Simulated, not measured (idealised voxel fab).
The following is a process module called voxel capacitor over wiring.
Displayed cross-section: cut, width of 235 nm, square cells sized 5 nm.
Just so we're on the same page, the cross-sections are grids of square cells, and they're listed out in bands top to bottom, each band one or more rows deep. Each band's line starts with the height of the band's top and of its bottom, in nm. Then come its materials from left to right, each with its width in nm. One material with "everywhere" fills the band from edge to edge. "blank" is empty space. Counting heights begins at 0, where everything beneath is, in the wafer as received, one material. The lowest band has no bottom; it goes on downwards, as "from 0 down" shows. Note: "30->40" means the width goes from the first number (top row of the band) to the second number (bottom row) in equal steps per row of cells. No cell of the cross-section changed in a step that is given as "stayed the same". The entry "Closed void register" lists the empty spaces that cover at least 8 cells and have no open path to the top. Each is written as width x height at distance, where the distance is measured from the left edge and all three values are in nm. The remark found on a step's line after its settings is issued by the simulator itself and pertains to that step. The line of a step may include "overlay nm". On a step with a mask, this value is how far to the right of its planned place the mask lay. A negative value means the mask lay to the left.

PLANNED PROCESS STEPS
1,RECEIVE (material Si)
2,CONFORMAL_DEP (material SiO2; thk nm 10)
3,CONFORMAL_DEP (material SiCN; thk nm 5)
4,DIRECTIONAL_DEP (material lowk; thk nm 15)
5,MASKED_ETCH (tone open; mask id METAL_1; width nm 25; pitch nm 90; etch materials lowk; depth nm 15; overlay nm 0)
6,MASKED_ETCH (tone open; mask id METAL_1; width nm 25; pitch nm 90; etch materials SiCN; depth nm 5; overlay nm 0)
7,CONFORMAL_DEP (material TiN; thk nm 5)
8,FILL_DEP (material Ru; thk nm 5)
9,CMP (height nm 30)
10,CONFORMAL_DEP (material SiCN; thk nm 5)
11,DIRECTIONAL_DEP (material SiO2; thk nm 10)
12,DIRECTIONAL_DEP (material aC; thk nm 10)
13,PATTERN (tone open; mask id PLUG_1; material resist; width nm 15; thk nm 25; overlay nm 0)
14,DIRECTIONAL_ETCH (etch materials aC; depth nm 10)
15,STRIP (etch materials resist)
16,DIRECTIONAL_ETCH (etch materials SiO2; depth nm 10)
17,DIRECTIONAL_ETCH (etch materials SiCN; depth nm 5)
18,STRIP (etch materials aC)
19,EPI (material Ru; thk nm 10)
20,EPI (material Ru; thk nm 5)
21,DIRECTIONAL_DEP (material TiN; thk nm 10)
22,DIRECTIONAL_DEP (material Al2O3; thk nm 5)
23,DIRECTIONAL_DEP (material TiN; thk nm 5)
24,MASKED_ETCH (tone cover; mask id UPPER_PLATE; width nm 70; etch materials TiN; depth nm 5; overlay nm 0)
25,MASKED_ETCH (tone cover; mask id UPPER_PLATE; width nm 60; etch materials Al2O3; depth nm 5; overlay nm 0)
26,MASKED_ETCH (tone cover; mask id LOWER_PLATE; width nm 80; etch materials TiN; depth nm 10; overlay nm 0)
27,FILL_DEP (material SiO2; thk nm 20)
28,CMP (height nm 80)
29,MASKED_ETCH (tone open; mask id PLUG_2; width nm 15; etch materials SiO2; depth nm 15; overlay nm 0)
30,CONFORMAL_DEP (material TiN; thk nm 5)
31,FILL_DEP (material W; thk nm 10)
32,CMP (height nm 80)
33,CONFORMAL_DEP (material SiN; thk nm 5)
Wafer-to-wafer difference: width nm, step 25. Common start. Plan = first wafer's value.

STEP 1 COMPLETE: AS-RECEIVED CROSS-SECTION OF THE FIRST OF SEVERAL WAFERS
	from 0 down  Si everywhere
	Closed void register: none

HEADS UP, THIS TABLE GOES WAFER BY WAFER. A ROW TELLS YOU, AT THE END OF THE MODULE, HOW MANY CELLS OF EACH MATERIAL THAT WAFER HAS PUT ON (+) OR DROPPED (-) SINCE IT WAS RECEIVED, AND THEN ITS CLOSED VOIDS
width nm 60 | +14 Al2O3 | +27 Ru | +81 SiCN | +47 SiN | +442 SiO2 | +75 TiN | +2 W | +111 lowk | Closed void register: none
width nm 65 | +14 Al2O3 | +27 Ru | +81 SiCN | +47 SiN | +442 SiO2 | +75 TiN | +2 W | +111 lowk | Closed void register: none
width nm 70 | +14 Al2O3 | +27 Ru | +81 SiCN | +47 SiN | +442 SiO2 | +75 TiN | +2 W | +111 lowk | Closed void register: none
width nm 75 | +15 Al2O3 | +27 Ru | +81 SiCN | +47 SiN | +441 SiO2 | +75 TiN | +2 W | +111 lowk | Closed void register: none
width nm 80 | +16 Al2O3 | +27 Ru | +81 SiCN | +47 SiN | +440 SiO2 | +75 TiN | +2 W | +111 lowk | Closed void register: none
width nm 85 | +17 Al2O3 | +27 Ru | +81 SiCN | +47 SiN | +437 SiO2 | +77 TiN | +2 W | +111 lowk | Closed void register: none
